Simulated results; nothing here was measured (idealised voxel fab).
Process module heading - voxel self aligned vias
The cross-section on display is named cut; it measures 170 nm wide, and its cells are 5 nm squares.
Format of a cross-section: grid, square cells. Given as bands. Order: top down. Band: one or more rows of cells.
In this notation a band is specified by the heights of its top and bottom, in that order and in nm, after which its materials appear from left to right, each paired with its width in nm. The word "full width" attached to a single material means that material fills the band from edge to edge; the word "air" stands for empty space.
Height is counted from the level 0, under which the received wafer is composed throughout of one material. The lowest of the bands is not closed at the bottom but continues downward, in the notation "0 down".
The two numbers in a width such as "30->40" mark its ends across the band: the first belongs to the top row of cells, the second to the bottom row, and from each row to the next the width moves by the same amount.
Where the words "remains unaltered" appear for a step, the cross-section shows no cell changed by that step; every cell remained as before.
"Closed-off voids" - sealed voids, min. 8 cells, no opening to top; format: width x height at distance (distance from left edge; nm throughout).
The remark found on a step's line after its settings is issued by the simulator itself and pertains to that step.
If you see "overlay nm" on a step's line and that step has a mask, it's telling you how far right of where it was planned the mask ended up; a negative number means it went left instead.
So here's the lineup of process steps we planned:
1) RECEIVE | material Si
2) CONFORMAL_DEP | material SiO2 | thk nm 10
3) CONFORMAL_DEP | material SiCN | thk nm 5
4) DIRECTIONAL_DEP | material SiO2 | thk nm 30
5) DIRECTIONAL_DEP | material aC | thk nm 10
6) PATTERN | tone open | mask id LINES | material resist | width nm 20 | pitch nm 45 | thk nm 25 | overlay nm 0
7) DIRECTIONAL_ETCH | etch materials aC | depth nm 10
8) STRIP | etch materials resist
9) DIRECTIONAL_ETCH | etch materials SiO2 | depth nm 30
10) STRIP | etch materials aC
11) CONFORMAL_DEP | material TiN | thk nm 5
12) FILL_DEP | material W | thk nm 10
13) CMP | height nm 45
14) SELECTIVE_ETCH | etch materials W Ru TiN | depth nm 10
15) FILL_DEP | material SiN | thk nm 10
16) CMP | height nm 45
17) DIRECTIONAL_DEP | material SiO2 | thk nm 15
18) PATTERN | tone open | mask id VIAS | material resist | width nm 30 | pitch nm 45 | thk nm 15 | overlay nm 0
19) DIRECTIONAL_ETCH | etch materials SiO2 | depth nm 15
20) DIRECTIONAL_ETCH | etch materials SiN | depth nm 10
21) STRIP | etch materials resist
22) CONFORMAL_DEP | material TiN | thk nm 5
23) FILL_DEP | material W | thk nm 5
24) CMP | height nm 60
25) CONFORMAL_DEP | material SiCN | thk nm 5
Step 1 complete: cross-section of the wafer as received:
  0 down: Si full width
  Closed-off voids: none
Below is the wafer in cross-section after the module was completed. It began from the starting point shown above and followed the plan shown above, except that one mistake was made while running it:
  65 to 60: SiCN full width
  60 to 50: 45 SiO2, then 5 TiN, then 20 W, then 5 TiN, then 15 SiO2, then 5 TiN, then 20 W, then 5 TiN, then 50 SiO2
  50 to 45: 45 SiO2, then 30 TiN, then 15 SiO2, then 30 TiN, then 50 SiO2
  45 to 35: 50 SiO2, then 20 aC, then 25 SiO2, then 20 aC, then 55 SiO2
  35 to 20: 50 SiO2, then 5 TiN, then 10 W, then 5 TiN, then 25 SiO2, then 5 TiN, then 10 W, then 5 TiN, then 55 SiO2
  20 to 15: 50 SiO2, then 20 TiN, then 25 SiO2, then 20 TiN, then 55 SiO2
  15 to 10: SiCN full width
  10 to 0: SiO2 full width
  0 down: Si full width
  Closed-off voids: none
So what did we get wrong on this run? step 15 off recipe, ran as FILL_DEP | material aC | thk nm 10
